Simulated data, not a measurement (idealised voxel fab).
Process module heading - voxel gate over fins
Cross-section cut spans 170 nm and uses square cells 5 nm in size.
The cross-sections in this document take the form of a grid made of square cells. They are written out as bands, in order from top to bottom. Each band consists of one or more rows of cells.
Top height, bottom height, nm. Materials left to right, width each, nm. Single material + "throughout" = fills band edge to edge. "empty" = empty.
Convention: height 0 is the level below which the wafer, as received, is all one material. The lowest band does not terminate at the bottom but continues downward, represented as "0 down".
A width such as "30..40" changes by the same amount from each row of cells to the next, from the band's top row to its bottom row.
"identical to before" for a step: no cell of the cross-section changed in that step.
Voids not open to the top, 8 cells minimum: see "Sealed cavities". Written width x height at distance; distance is from the left edge; nm.
That trailing text on a step's line, after the settings, is the simulator's own remark on the step.
Steps that use a mask can have "overlay nm" on their line. It says how far the mask sat to the right of where it was meant to be. Negative means to the left.
Intended process steps
1,RECEIVE [material Si]
2,CONFORMAL_DEP [material SiN] [thk nm 5]
3,PATTERN [tone cover] [mask id FINS] [material resist] [width nm 15] [pitch nm 60] [thk nm 20] [overlay nm 0]
4,DIRECTIONAL_ETCH [etch materials SiN] [depth nm 5]
5,DIRECTIONAL_ETCH [etch materials Si] [depth nm 40]
6,STRIP [etch materials resist]
7,OXIDIZE [depth nm 5]
8,FILL_DEP [material SiO2] [thk nm 15]
9,CMP [height nm 5]
10,DIRECTIONAL_DEP [material aC] [thk nm 10]
11,PATTERN [tone open] [mask id RAIL] [material resist] [width nm 15] [thk nm 25] [overlay nm 0]
12,DIRECTIONAL_ETCH [etch materials aC] [depth nm 10]
13,STRIP [etch materials resist]
14,DIRECTIONAL_ETCH [etch materials SiO2] [depth nm 40]
15,STRIP [etch materials aC]
16,CONFORMAL_DEP [material TiN] [thk nm 5]
17,FILL_DEP [material W] [thk nm 10]
18,CMP [height nm 5]
19,SELECTIVE_ETCH [etch materials W Ru TiN] [depth nm 20]
20,FILL_DEP [material SiO2] [thk nm 5]
21,CMP [height nm 5]
22,SELECTIVE_ETCH [etch materials SiO2] [depth nm 15]
23,STRIP [etch materials SiN]
24,CONFORMAL_DEP [material HfO2] [thk nm 5]
25,CONFORMAL_DEP [material TiN] [thk nm 5]
26,FILL_DEP [material W] [thk nm 15]
27,CMP [height nm 20]
28,CONFORMAL_DEP [material SiN] [thk nm 10]
As received (post step 1): cross-section
* 0 down  Si throughout
* Sealed cavities: none
Starting wafer: above. Plan: above. Run: one mistake. Cross-section after the module: below
* 30 to 20  SiN throughout
* 20 to 5  W throughout
* 5 to 0  10 of W; 25 of TiN; 35 of W; 25 of TiN; 35 of W; 25 of TiN; 15 of W
* 0 to -5  10 of W; 5 of TiN; 15 of HfO2; 5 of TiN; 35 of W; 5 of TiN; 15 of HfO2; 5 of TiN; 35 of W; 5 of TiN; 15 of HfO2; 5 of TiN; 15 of W
* -5 to -10  10 of W; 5 of TiN; 5 of HfO2; 5 of Si; 5 of HfO2; 45 of TiN; 5 of HfO2; 5 of Si; 5 of HfO2; 5 of TiN; 35 of W; 5 of TiN; 5 of HfO2; 5 of Si; 5 of HfO2; 5 of TiN; 15 of W
* -10 to -15  15 of TiN; 5 of HfO2; 5 of Si; 5 of HfO2; 10 of TiN; 25 of HfO2; 10 of TiN; 5 of HfO2; 5 of Si; 5 of HfO2; 45 of TiN; 5 of HfO2; 5 of Si; 5 of HfO2; 20 of TiN
* -15 to -20  20 of HfO2; 5 of Si; 20 of HfO2; 5 of TiN; 5 of W; 5 of TiN; 20 of HfO2; 5 of Si; 55 of HfO2; 5 of Si; 25 of HfO2
* -20 to -30  20 of SiO2; 5 of Si; 20 of SiO2; 5 of TiN; 5 of W; 5 of TiN; 20 of SiO2; 5 of Si; 55 of SiO2; 5 of Si; 25 of SiO2
* -30 to -35  20 of SiO2; 5 of Si; 20 of SiO2; 15 of TiN; 20 of SiO2; 5 of Si; 55 of SiO2; 5 of Si; 25 of SiO2
* -35 to -45  20 of SiO2; 5 of Si; 55 of SiO2; 5 of Si; 55 of SiO2; 5 of Si; 25 of SiO2
* -45 down  Si throughout
* Sealed cavities: none
The plan and the run diverged here: step 21 was not run as planned; what actually ran was CMP [height nm -5]
